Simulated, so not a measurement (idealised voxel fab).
Herein follows the process module entitled voxel transistor to metal.
Cross-section cut: width 190 nm, square cells of 5 nm.
Cross-section format: a grid of square cells, given as bands from top to bottom; each band is one or more rows of cells. Per band: top height and bottom height in nm, followed by the left-to-right materials and their widths in nm; "full width" marks a single material spanning edge to edge, "blank" marks empty space. The reference from which all heights are counted is 0, the level beneath which the as-received wafer is entirely one material; the lowest band, having no lower bound, proceeds downward and is written after the example "from 0 down". Quick explanation for "30..40": the width changes in equal steps down the rows of cells, from the first number in the band's top row to the second number in its bottom row. Any step labelled "same as before" changed none of the cells in the cross-section. "Entrapped voids" enumerates empty spaces isolated from the top, with no open way to it, that contain at least 8 cells, giving each as width x height at distance from the left edge, all three in nm. Whatever follows a step's settings on its line is a remark the simulator itself makes about that step. You can add "overlay nm" to a step's line. For a step with a mask, it describes how far the mask lay to the right of its planned position, and a negative number describes a lay to the left.
**Below is the list of planned process steps**
1. RECEIVE, material Si
2. CONFORMAL_DEP, material SiO2, thk nm 5
3. CONFORMAL_DEP, material SiN, thk nm 15
4. PATTERN, tone cover, mask id ACTIVE, material resist, width nm 115, thk nm 20, overlay nm 0
5. DIRECTIONAL_ETCH, etch materials SiN, depth nm 15
6. DIRECTIONAL_ETCH, etch materials SiO2, depth nm 5
7. DIRECTIONAL_ETCH, etch materials Si, depth nm 35
8. STRIP, etch materials resist
9. FILL_DEP, material SiO2, thk nm 10
10. CMP, height nm 20
11. SELECTIVE_ETCH, etch materials SiO2, depth nm 15
12. STRIP, etch materials SiN
13. SELECTIVE_ETCH, etch materials SiO2, depth nm 5
14. OXIDIZE, depth nm 5
15. DIRECTIONAL_DEP, material polySi, thk nm 25
16. DIRECTIONAL_DEP, material SiCN, thk nm 15
17. DIRECTIONAL_DEP, material aC, thk nm 15
18. PATTERN, tone cover, mask id GATE, material resist, width nm 25, thk nm 30, overlay nm 0
19. DIRECTIONAL_ETCH, etch materials aC, depth nm 15
20. STRIP, etch materials resist
21. DIRECTIONAL_ETCH, etch materials SiCN, depth nm 25
22. DIRECTIONAL_ETCH, etch materials polySi, depth nm 35
23. STRIP, etch materials aC
24. CONFORMAL_DEP, material SiO2, thk nm 5
25. DIRECTIONAL_ETCH, etch materials SiO2, depth nm 5
26. CONFORMAL_DEP, material SiN, thk nm 10
27. DIRECTIONAL_ETCH, etch materials SiN, depth nm 10
28. DIRECTIONAL_ETCH, etch materials SiO2, depth nm 5
29. EPI, material nSi, thk nm 5
30. FILL_DEP, material SiO2, thk nm 10
31. CMP, height nm 40
32. DIRECTIONAL_DEP, material SiO2, thk nm 10
33. DIRECTIONAL_DEP, material aC, thk nm 10
34. PATTERN, tone open, mask id CONTACT, material resist, width nm 20, pitch nm 75, thk nm 25, overlay nm 0
35. DIRECTIONAL_ETCH, etch materials aC, depth nm 10
36. STRIP, etch materials resist
37. DIRECTIONAL_ETCH, etch materials SiO2, depth nm 50
38. STRIP, etch materials aC
39. CONFORMAL_DEP, material TiN, thk nm 5
40. FILL_DEP, material Ru, thk nm 5
41. CMP, height nm 50
42. DIRECTIONAL_DEP, material TiN, thk nm 5
43. DIRECTIONAL_DEP, material W, thk nm 20
44. MASKED_ETCH, tone cover, mask id METAL_1, width nm 20, pitch nm 75, etch materials W, depth nm 20, overlay nm 0
45. MASKED_ETCH, tone cover, mask id METAL_1, width nm 20, pitch nm 75, etch materials TiN, depth nm 5, overlay nm 0
46. FILL_DEP, material SiO2, thk nm 5
47. CMP, height nm 75
48. CONFORMAL_DEP, material SiCN, thk nm 5
49. DIRECTIONAL_DEP, material lowk, thk nm 35
50. MASKED_ETCH, tone open, mask id METAL_2, width nm 20, pitch nm 75, etch materials lowk, depth nm 20, overlay nm 0
51. PATTERN, tone open, mask id METAL_2_HOLES, material resist, width nm 15, pitch nm 75, thk nm 15, overlay nm 0
52. DIRECTIONAL_ETCH, etch materials lowk, depth nm 15
53. DIRECTIONAL_ETCH, etch materials SiCN, depth nm 5
54. STRIP, etch materials resist
55. CONFORMAL_DEP, material TiN, thk nm 5
56. FILL_DEP, material Ru, thk nm 10
57. CMP, height nm 115
58. CONFORMAL_DEP, material SiCN, thk nm 5
**As-received wafer cross-section (after step 1)**
    from 0 down | Si full width
    Entrapped voids: none
**Post-module cross-section: identical start and plan to those above, one misstep in execution**
    from 120 to 115 | SiCN full width
    from 115 to 85 | 45 lowk; 5 TiN; 10 Ru; 5 TiN; 55 lowk; 5 TiN; 10 Ru; 5 TiN; 50 lowk
    from 85 to 80 | 45 lowk; 5 TiN; 5 Ru; 10 TiN; 55 lowk; 5 TiN; 5 Ru; 10 TiN; 50 lowk
    from 80 to 75 | 45 SiCN; 15 TiN; 60 SiCN; 15 TiN; 55 SiCN
    from 75 to 55 | 45 SiO2; 20 W; 55 SiO2; 20 W; 50 SiO2
    from 55 to 50 | 45 SiO2; 20 TiN; 55 SiO2; 20 TiN; 50 SiO2
    from 50 to 40 | 45 SiO2; 5 TiN; 10 Ru; 5 TiN; 55 SiO2; 5 TiN; 10 Ru; 5 TiN; 50 SiO2
    from 40 to 25 | 45 SiO2; 5 TiN; 10 Ru; 5 TiN; 10 SiN; 5 SiO2; 25 SiCN; 5 SiO2; 10 SiN; 5 TiN; 10 Ru; 5 TiN; 50 SiO2
    from 25 to 5 | 45 SiO2; 5 TiN; 10 Ru; 5 TiN; 10 SiN; 5 SiO2; 25 polySi; 5 SiO2; 10 SiN; 5 TiN; 10 Ru; 5 TiN; 50 SiO2
    from 5 to 0 | 45 SiO2; 20 TiN; 10 SiN; 5 SiO2; 25 polySi; 5 SiO2; 10 SiN; 20 TiN; 50 SiO2
    from 0 to -5 | 30 SiO2; 35 nSi; 55 SiO2; 35 nSi; 35 SiO2
    from -5 to -35 | 35 SiO2; 115 Si; 40 SiO2
    from -35 down | Si full width
    Entrapped voids: none
Finding, execution versus plan: yeah, plan step 50 got run twice
